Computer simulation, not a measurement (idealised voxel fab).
Module name: voxel spacer lines (process module)
For reference, the cross-section in this document is cut, with width 270 nm and square cells of 5 nm.
Cross-sections here: square-cell grids, written as top-down lists of bands, a band being one or more rows of cells.
The band entry comprises the height of the band's top followed by the height of its bottom, expressed in nm, and subsequently the band's materials from left to right, each stated together with its width in nm. Where a single material is marked with the word "everywhere", that material fills the band from edge to edge. The word "air" represents empty space.
The level at which height equals 0 is the one under which the wafer, as it arrives, is entirely one material. No lower edge exists for the bottom band, which continues downward and is notated as in "0 down".
The width entry "30..40" should be interpreted row by row: the top row of cells in the band takes the first number, the bottom row takes the second number, and the change between adjacent rows is uniform throughout.
"left unchanged" for a step: no cell of the cross-section changed in that step.
"Enclosed void inventory" contains a list of empty spaces, each no smaller than 8 cells and without an open way to the top, written in the form width x height at distance with the distance from the left edge and all three in nm.
That trailing text on a step's line, after the settings, is the simulator's own remark on the step.
overlay nm: on a step with a mask, how far right of its planned place the mask lay; negative means left.
-- The planned process steps are enumerated hereunder
1. RECEIVE | material Si
2. CONFORMAL_DEP | material SiO2 | thk nm 5
3. DIRECTIONAL_DEP | material TiN | thk nm 10
4. DIRECTIONAL_DEP | material aC | thk nm 30
5. PATTERN | tone cover | mask id MANDREL | material resist | width nm 15 | pitch nm 60 | thk nm 40 | overlay nm 0
6. DIRECTIONAL_ETCH | etch materials aC | depth nm 30
7. STRIP | etch materials resist
8. CONFORMAL_DEP | material SiN | thk nm 15
9. DIRECTIONAL_ETCH | etch materials SiN | depth nm 15
10. STRIP | etch materials aC
11. DIRECTIONAL_ETCH | etch materials TiN | depth nm 10
12. STRIP | etch materials SiN
13. FILL_DEP | material SiO2 | thk nm 10
14. CMP | height nm 15
-- First of two wafers, processed according to plan
-- The cross-section here shows the wafer as received, i.e. in its state after step 1
	0 down = Si everywhere
	Enclosed void inventory: none
-- Step 2 complete: cross-section through the wafer
	5 to 0 = SiO2 everywhere
	Whatever lies below 0 is exactly as it was before.
-- Step 3 complete: cross-section through the wafer
	15 to 5 = TiN everywhere
	Whatever lies below 5 is exactly as it was before.
-- Step 4 complete: cross-section through the wafer
	45 to 15 = aC everywhere
	Whatever lies below 15 is exactly as it was before.
-- Step 5 complete: cross-section through the wafer
	85 to 45 = air: 65, resist: 15, air: 45, resist: 15, air: 45, resist: 15, air: 70
	Whatever lies below 45 is exactly as it was before.
-- Step 6 complete: cross-section through the wafer
	55 to 45 = air: 65, resist: 15, air: 45, resist: 15, air: 45, resist: 15, air: 70
	45 to 15 = air: 65, aC: 15, air: 45, aC: 15, air: 45, aC: 15, air: 70
	Whatever lies below 15 is exactly as it was before.
-- Step 7 complete: cross-section through the wafer
	45 to 15 = air: 65, aC: 15, air: 45, aC: 15, air: 45, aC: 15, air: 70
	Whatever lies below 15 is exactly as it was before.
-- Step 8 complete: cross-section through the wafer
	60 to 45 = air: 50, SiN: 45, air: 15, SiN: 45, air: 15, SiN: 45, air: 55
	45 to 30 = air: 50, SiN: 15, aC: 15, SiN: 15, air: 15, SiN: 15, aC: 15, SiN: 15, air: 15, SiN: 15, aC: 15, SiN: 15, air: 55
	30 to 15 = SiN: 65, aC: 15, SiN: 45, aC: 15, SiN: 45, aC: 15, SiN: 70
	Whatever lies below 15 is exactly as it was before.
-- Step 9 complete: cross-section through the wafer
	45 to 15 = air: 50, SiN: 15, aC: 15, SiN: 15, air: 15, SiN: 15, aC: 15, SiN: 15, air: 15, SiN: 15, aC: 15, SiN: 15, air: 55
	Whatever lies below 15 is exactly as it was before.
-- Step 10 complete: cross-section through the wafer
	45 to 15 = air: 50, SiN: 15, air: 15, SiN: 15, air: 15, SiN: 15, air: 15, SiN: 15, air: 15, SiN: 15, air: 15, SiN: 15, air: 55
	Whatever lies below 15 is exactly as it was before.
-- Step 11 complete: cross-section through the wafer
	45 to 15 = air: 50, SiN: 15, air: 15, SiN: 15, air: 15, SiN: 15, air: 15, SiN: 15, air: 15, SiN: 15, air: 15, SiN: 15, air: 55
	15 to 5 = air: 50, TiN: 15, air: 15, TiN: 15, air: 15, TiN: 15, air: 15, TiN: 15, air: 15, TiN: 15, air: 15, TiN: 15, air: 55
	Whatever lies below 5 is exactly as it was before.
-- Step 12 complete: cross-section through the wafer
	15 to 5 = air: 50, TiN: 15, air: 15, TiN: 15, air: 15, TiN: 15, air: 15, TiN: 15, air: 15, TiN: 15, air: 15, TiN: 15, air: 55
	Whatever lies below 5 is exactly as it was before.
-- Step 13 complete: cross-section through the wafer
	25 to 15 = SiO2 everywhere
	15 to 5 = SiO2: 50, TiN: 15, SiO2: 15, TiN: 15, SiO2: 15, TiN: 15, SiO2: 15, TiN: 15, SiO2: 15, TiN: 15, SiO2: 15, TiN: 15, SiO2: 55
	Whatever lies below 5 is exactly as it was before.
-- Step 14 complete: cross-section through the wafer
	15 to 5 = SiO2: 50, TiN: 15, SiO2: 15, TiN: 15, SiO2: 15, TiN: 15, SiO2: 15, TiN: 15, SiO2: 15, TiN: 15, SiO2: 15, TiN: 15, SiO2: 55
	Whatever lies below 5 is exactly as it was before.
-- What follows concerns the second wafer, which started out like the first and was meant to follow the very same plan; one mistake crept in when it was run, but everything up to and including step 1 is the same as for the first wafer
-- The second wafer in cross-section, at the planned close of step 2
	5 to 0 = TiN everywhere
	Whatever lies below 0 is exactly as it was before.
-- The second wafer in cross-section, at the planned close of step 3
	15 to 0 = TiN everywhere
	Whatever lies below 0 is exactly as it was before.
-- The second wafer in cross-section, at the planned close of step 4
	45 to 15 = aC everywhere
	Whatever lies below 15 is exactly as it was before.
-- The second wafer in cross-section, at the planned close of step 5
	85 to 45 = air: 65, resist: 15, air: 45, resist: 15, air: 45, resist: 15, air: 70
	Whatever lies below 45 is exactly as it was before.
-- The second wafer in cross-section, at the planned close of step 6
	55 to 45 = air: 65, resist: 15, air: 45, resist: 15, air: 45, resist: 15, air: 70
	45 to 15 = air: 65, aC: 15, air: 45, aC: 15, air: 45, aC: 15, air: 70
	Whatever lies below 15 is exactly as it was before.
-- The second wafer in cross-section, at the planned close of step 7
	45 to 15 = air: 65, aC: 15, air: 45, aC: 15, air: 45, aC: 15, air: 70
	Whatever lies below 15 is exactly as it was before.
-- The second wafer in cross-section, at the planned close of step 8
	60 to 45 = air: 50, SiN: 45, air: 15, SiN: 45, air: 15, SiN: 45, air: 55
	45 to 30 = air: 50, SiN: 15, aC: 15, SiN: 15, air: 15, SiN: 15, aC: 15, SiN: 15, air: 15, SiN: 15, aC: 15, SiN: 15, air: 55
	30 to 15 = SiN: 65, aC: 15, SiN: 45, aC: 15, SiN: 45, aC: 15, SiN: 70
	Whatever lies below 15 is exactly as it was before.
-- The second wafer in cross-section, at the planned close of step 9
	45 to 15 = air: 50, SiN: 15, aC: 15, SiN: 15, air: 15, SiN: 15, aC: 15, SiN: 15, air: 15, SiN: 15, aC: 15, SiN: 15, air: 55
	Whatever lies below 15 is exactly as it was before.
-- The second wafer in cross-section, at the planned close of step 10
	45 to 15 = air: 50, SiN: 15, air: 15, SiN: 15, air: 15, SiN: 15, air: 15, SiN: 15, air: 15, SiN: 15, air: 15, SiN: 15, air: 55
	Whatever lies below 15 is exactly as it was before.
-- The second wafer in cross-section, at the planned close of step 11
	45 to 15 = air: 50, SiN: 15, air: 15, SiN: 15, air: 15, SiN: 15, air: 15, SiN: 15, air: 15, SiN: 15, air: 15, SiN: 15, air: 55
	15 to 5 = air: 50, TiN: 15, air: 15, TiN: 15, air: 15, TiN: 15, air: 15, TiN: 15, air: 15, TiN: 15, air: 15, TiN: 15, air: 55
	Whatever lies below 5 is exactly as it was before.
-- The second wafer in cross-section, at the planned close of step 12
	15 to 5 = air: 50, TiN: 15, air: 15, TiN: 15, air: 15, TiN: 15, air: 15, TiN: 15, air: 15, TiN: 15, air: 15, TiN: 15, air: 55
	Whatever lies below 5 is exactly as it was before.
-- The second wafer in cross-section, at the planned close of step 13
	25 to 15 = SiO2 everywhere
	15 to 5 = SiO2: 50, TiN: 15, SiO2: 15, TiN: 15, SiO2: 15, TiN: 15, SiO2: 15, TiN: 15, SiO2: 15, TiN: 15, SiO2: 15, TiN: 15, SiO2: 55
	Whatever lies below 5 is exactly as it was before.
-- The second wafer in cross-section, at the planned close of step 14
	15 to 5 = SiO2: 50, TiN: 15, SiO2: 15, TiN: 15, SiO2: 15, TiN: 15, SiO2: 15, TiN: 15, SiO2: 15, TiN: 15, SiO2: 15, TiN: 15, SiO2: 55
	Whatever lies below 5 is exactly as it was before.
What broke from the plan during processing? step 2 did not happen as planned, as run it was CONFORMAL_DEP | material TiN | thk nm 5
Final tally in cells, some materials are higher or lower on the second wafer than on the first: SiO2: 54 fewer; TiN: 54 more
